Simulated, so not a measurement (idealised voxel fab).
process module | voxel tone inversion
Pictured: cross-section cut, 230 nm wide, on a grid of 5 nm square cells.
A cross-section in this document is a grid of square cells, and it is written down as bands, the top band listed before the ones below it; a band is made up of one or more rows of cells. A band entry consists of two parts. The first gives the height of the band's top and the height of its bottom, in nm. The rest lists the band's materials from left to right, each with its width in nm. A single material labelled with the word "edge to edge" fills the band from edge to edge, and the word "air" marks empty space. Note: height 0 marks the level under which the wafer is uniformly one material as received. Lowest band unbounded below, written "from 0 down". Quick explanation for "30->40": the width changes in equal steps down the rows of cells, from the first number in the band's top row to the second number in its bottom row. "no alterations made" -> step changed no cross-section cell. Enclosed voids (no open way to top), threshold 8 cells or more, entry "Cavities, closed", notation width x height at distance, distance from left edge, nm. What comes after the settings on a step's line is commentary from the simulator itself on that step. Each step line may optionally specify "overlay nm", which for a step with a mask gives the rightward distance between the mask's planned place and where it lay, a negative value indicating the leftward direction.
-- These are the steps we planned for the process
step 1: RECEIVE, material Si
step 2: CONFORMAL_DEP, material SiN, thk nm 10
step 3: DIRECTIONAL_DEP, material polySi, thk nm 20
step 4: PATTERN, tone cover, mask id POSTS, material resist, width nm 15, pitch nm 40, thk nm 25, overlay nm 0
step 5: DIRECTIONAL_ETCH, etch materials polySi, depth nm 20
step 6: STRIP, etch materials resist
step 7: FILL_DEP, material SiO2, thk nm 5
step 8: CMP, height nm 30
step 9: STRIP, etch materials polySi
-- First of two wafers, with the run carried out as planned
-- The cross-section here shows the wafer as received, i.e. in its state after step 1
- from 0 down: Si edge to edge
- Cavities, closed: none
-- Cross-sectional representation of the wafer at the conclusion of step 2
- from 10 to 0: SiN edge to edge
- For the remainder of the cross-section, below 0, there is no change.
-- Cross-sectional representation of the wafer at the conclusion of step 3
- from 30 to 10: polySi edge to edge
- For the remainder of the cross-section, below 10, there is no change.
-- Cross-sectional representation of the wafer at the conclusion of step 4
- from 55 to 30: 65 of air  15 of resist  25 of air  15 of resist  25 of air  15 of resist  70 of air
- For the remainder of the cross-section, below 30, there is no change.
-- Cross-sectional representation of the wafer at the conclusion of step 5
- from 55 to 30: 65 of air  15 of resist  25 of air  15 of resist  25 of air  15 of resist  70 of air
- from 30 to 10: 65 of air  15 of polySi  25 of air  15 of polySi  25 of air  15 of polySi  70 of air
- For the remainder of the cross-section, below 10, there is no change.
-- Cross-sectional representation of the wafer at the conclusion of step 6
- from 30 to 10: 65 of air  15 of polySi  25 of air  15 of polySi  25 of air  15 of polySi  70 of air
- For the remainder of the cross-section, below 10, there is no change.
-- Cross-sectional representation of the wafer at the conclusion of step 7
- from 35 to 30: SiO2 edge to edge
- from 30 to 10: 65 of SiO2  15 of polySi  25 of SiO2  15 of polySi  25 of SiO2  15 of polySi  70 of SiO2
- For the remainder of the cross-section, below 10, there is no change.
-- Cross-sectional representation of the wafer at the conclusion of step 8
- from 30 to 10: 65 of SiO2  15 of polySi  25 of SiO2  15 of polySi  25 of SiO2  15 of polySi  70 of SiO2
- For the remainder of the cross-section, below 10, there is no change.
-- Cross-sectional representation of the wafer at the conclusion of step 9
- from 30 to 10: 65 of SiO2  15 of air  25 of SiO2  15 of air  25 of SiO2  15 of air  70 of SiO2
- For the remainder of the cross-section, below 10, there is no change.
-- It is to be noted that the second wafer proceeded from the same initial state and according to the same plan as the first, although one mistake was committed in its execution; through step 3, inclusive, the two wafers share an identical history
-- Second wafer shown in cross-section at the time step 4 was slated to end
- from 55 to 30: 65 of resist  15 of air  25 of resist  15 of air  25 of resist  15 of air  70 of resist
- For the remainder of the cross-section, below 30, there is no change.
-- Second wafer shown in cross-section at the time step 5 was slated to end
- from 55 to 30: 65 of resist  15 of air  25 of resist  15 of air  25 of resist  15 of air  70 of resist
- from 30 to 10: 65 of polySi  15 of air  25 of polySi  15 of air  25 of polySi  15 of air  70 of polySi
- For the remainder of the cross-section, below 10, there is no change.
-- Second wafer shown in cross-section at the time step 6 was slated to end
- from 30 to 10: 65 of polySi  15 of air  25 of polySi  15 of air  25 of polySi  15 of air  70 of polySi
- For the remainder of the cross-section, below 10, there is no change.
-- Second wafer shown in cross-section at the time step 7 was slated to end
- from 35 to 30: SiO2 edge to edge
- from 30 to 10: 65 of polySi  15 of SiO2  25 of polySi  15 of SiO2  25 of polySi  15 of SiO2  70 of polySi
- For the remainder of the cross-section, below 10, there is no change.
-- Second wafer shown in cross-section at the time step 8 was slated to end
- from 30 to 10: 65 of polySi  15 of SiO2  25 of polySi  15 of SiO2  25 of polySi  15 of SiO2  70 of polySi
- For the remainder of the cross-section, below 10, there is no change.
-- Second wafer shown in cross-section at the time step 9 was slated to end
- from 30 to 10: 65 of air  15 of SiO2  25 of air  15 of SiO2  25 of air  15 of SiO2  70 of air
- For the remainder of the cross-section, below 10, there is no change.
What went wrong in running the wafer? step 4, actual vs plan mismatch, actual run PATTERN, tone open, mask id POSTS, material resist, width nm 15, pitch nm 40, thk nm 25, overlay nm 0
Wrapping up, a cell-based count of both wafers puts the second over or under the first for these materials: SiO2: 112 fewer
